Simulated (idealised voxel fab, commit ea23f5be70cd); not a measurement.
The following process module bears the name voxel ribs on slabs.
We display cut, a cross-section 265 nm in width whose square cells are each 5 nm.
When this document writes out a cross-section, it uses a grid of square cells and lists it as bands, beginning at the top and moving down, with a band standing for one or more rows of cells. Quick guide to a band line: top height, bottom height (nm) up front; then every material left to right with its width in nm. Only one material and it's marked "all across"? Then it fills the band edge to edge. And "blank" just means empty space. Height datum 0, below which the as-received substrate wafer is one material. Lowest band open at the bottom, running downward: "0 nm and below". Graded width ("30->40"): value in top row of band = first number; value in bottom row = second number; row-to-row change constant. Key: "no change occurred" - step with no changed cell in the cross-section. In "Cavities, closed" the enclosed voids are listed, meaning empty spaces of 8 cells or larger without any opening to the top. The form is width x height at distance, distance from the left edge, units nm. after a step's settings: what the simulator itself notes on the step. overlay nm, on a step with a mask: how far to the right of its planned place the mask lay; to the left if negative.
**The process steps that were planned are listed below**
step 1: RECEIVE: material Si
step 2: DIRECTIONAL_DEP: material SiO2, thk nm 30
step 3: DIRECTIONAL_DEP: material SiN, thk nm 25
step 4: PATTERN: tone cover, mask id RIB, material resist, width nm 20, thk nm 15, overlay nm 0
step 5: DIRECTIONAL_ETCH: etch materials SiN, depth nm 15
step 6: STRIP: etch materials resist
step 7: PATTERN: tone cover, mask id SLAB, material resist, width nm 70, thk nm 20, overlay nm 0
step 8: DIRECTIONAL_ETCH: etch materials SiN, depth nm 10
step 9: STRIP: etch materials resist
step 10: FILL_DEP: material SiO2, thk nm 15
step 11: CMP: height nm 65
step 12: DIRECTIONAL_DEP: material W, thk nm 5
step 13: PATTERN: tone cover, mask id HEATER, material resist, width nm 30, thk nm 15, overlay nm 0
step 14: DIRECTIONAL_ETCH: etch materials W, depth nm 5
step 15: STRIP: etch materials resist
step 16: CONFORMAL_DEP: material SiO2, thk nm 10
**Of two wafers, the first: run according to plan**
**Step 1 complete: cross-section of the wafer as received**
> 0 nm and below  Si all across
> Cavities, closed: none
**Wafer xsec, post step 2**
> 30 nm to 0 nm  SiO2 all across
> All layers under 0 are left as they were.
**Wafer xsec, post step 3**
> 55 nm to 30 nm  SiN all across
> All layers under 30 are left as they were.
**Wafer xsec, post step 4**
> 70 nm to 55 nm  120 blank, 20 resist, 125 blank
> All layers under 55 are left as they were.
**Wafer xsec, post step 5**
> 70 nm to 55 nm  120 blank, 20 resist, 125 blank
> 55 nm to 40 nm  120 blank, 20 SiN, 125 blank
> All layers under 40 are left as they were.
**Wafer xsec, post step 6**
> 55 nm to 40 nm  120 blank, 20 SiN, 125 blank
> All layers under 40 are left as they were.
**Wafer xsec, post step 7**
> 75 nm to 55 nm  95 blank, 70 resist, 100 blank
> 55 nm to 40 nm  95 blank, 25 resist, 20 SiN, 25 resist, 100 blank
> All layers under 40 are left as they were.
**Wafer xsec, post step 8**
> 75 nm to 55 nm  95 blank, 70 resist, 100 blank
> 55 nm to 40 nm  95 blank, 25 resist, 20 SiN, 25 resist, 100 blank
> 40 nm to 30 nm  95 blank, 70 SiN, 100 blank
> All layers under 30 are left as they were.
**Wafer xsec, post step 9**
> 55 nm to 40 nm  120 blank, 20 SiN, 125 blank
> All layers under 40 are left as they were.
**Wafer xsec, post step 10**
> 70 nm to 55 nm  SiO2 all across
> 55 nm to 40 nm  120 SiO2, 20 SiN, 125 SiO2
> 40 nm to 30 nm  95 SiO2, 70 SiN, 100 SiO2
> All layers under 30 are left as they were.
**Wafer xsec, post step 11**
> 65 nm to 55 nm  SiO2 all across
> All layers under 55 are left as they were.
**Wafer xsec, post step 12**
> 70 nm to 65 nm  W all across
> All layers under 65 are left as they were.
**Wafer xsec, post step 13**
> 85 nm to 70 nm  115 blank, 30 resist, 120 blank
> All layers under 70 are left as they were.
**Wafer xsec, post step 14**
> 85 nm to 70 nm  115 blank, 30 resist, 120 blank
> 70 nm to 65 nm  115 blank, 30 W, 120 blank
> All layers under 65 are left as they were.
**Wafer xsec, post step 15**
> 70 nm to 65 nm  115 blank, 30 W, 120 blank
> All layers under 65 are left as they were.
**Wafer xsec, post step 16**
> 80 nm to 75 nm  105 blank, 50 SiO2, 110 blank
> 75 nm to 70 nm  SiO2 all across
> 70 nm to 65 nm  115 SiO2, 30 W, 120 SiO2
> All layers under 65 are left as they were.
**Second of two: same start, same plan, one run error; steps up to and including 1 match the first**
**Cross-section of the second wafer when, according to plan, step 2 should have finished**
> 25 nm to 0 nm  SiN all across
> All layers under 0 are left as they were.
**Cross-section of the second wafer when, according to plan, step 3 should have finished**
> 55 nm to 25 nm  SiO2 all across
> All layers under 25 are left as they were.
**Cross-section of the second wafer when, according to plan, step 4 should have finished**
> 70 nm to 55 nm  120 blank, 20 resist, 125 blank
> All layers under 55 are left as they were.
Cross-section of the second wafer when, according to plan, step 5 should have finished: no change occurred
**Cross-section of the second wafer when, according to plan, step 6 should have finished**
> 55 nm to 25 nm  SiO2 all across
> All layers under 25 are left as they were.
**Cross-section of the second wafer when, according to plan, step 7 should have finished**
> 75 nm to 55 nm  95 blank, 70 resist, 100 blank
> All layers under 55 are left as they were.
Cross-section of the second wafer when, according to plan, step 8 should have finished: no change occurred
**Cross-section of the second wafer when, according to plan, step 9 should have finished**
> 55 nm to 25 nm  SiO2 all across
> All layers under 25 are left as they were.
**Cross-section of the second wafer when, according to plan, step 10 should have finished**
> 70 nm to 25 nm  SiO2 all across
> All layers under 25 are left as they were.
**Cross-section of the second wafer when, according to plan, step 11 should have finished**
> 65 nm to 25 nm  SiO2 all across
> All layers under 25 are left as they were.
**Cross-section of the second wafer when, according to plan, step 12 should have finished**
> 70 nm to 65 nm  W all across
> All layers under 65 are left as they were.
**Cross-section of the second wafer when, according to plan, step 13 should have finished**
> 85 nm to 70 nm  115 blank, 30 resist, 120 blank
> All layers under 70 are left as they were.
**Cross-section of the second wafer when, according to plan, step 14 should have finished**
> 85 nm to 70 nm  115 blank, 30 resist, 120 blank
> 70 nm to 65 nm  115 blank, 30 W, 120 blank
> All layers under 65 are left as they were.
**Cross-section of the second wafer when, according to plan, step 15 should have finished**
> 70 nm to 65 nm  115 blank, 30 W, 120 blank
> All layers under 65 are left as they were.
**Cross-section of the second wafer when, according to plan, step 16 should have finished**
> 80 nm to 75 nm  105 blank, 50 SiO2, 110 blank
> 75 nm to 70 nm  SiO2 all across
> 70 nm to 65 nm  115 SiO2, 30 W, 120 SiO2
> All layers under 65 are left as they were.
In executing the process, a mistake was made relative to the plan: steps 2 and 3: order swapped relative to plan
at the end the second wafer has, in cells: SiN +225 | SiO2 -225
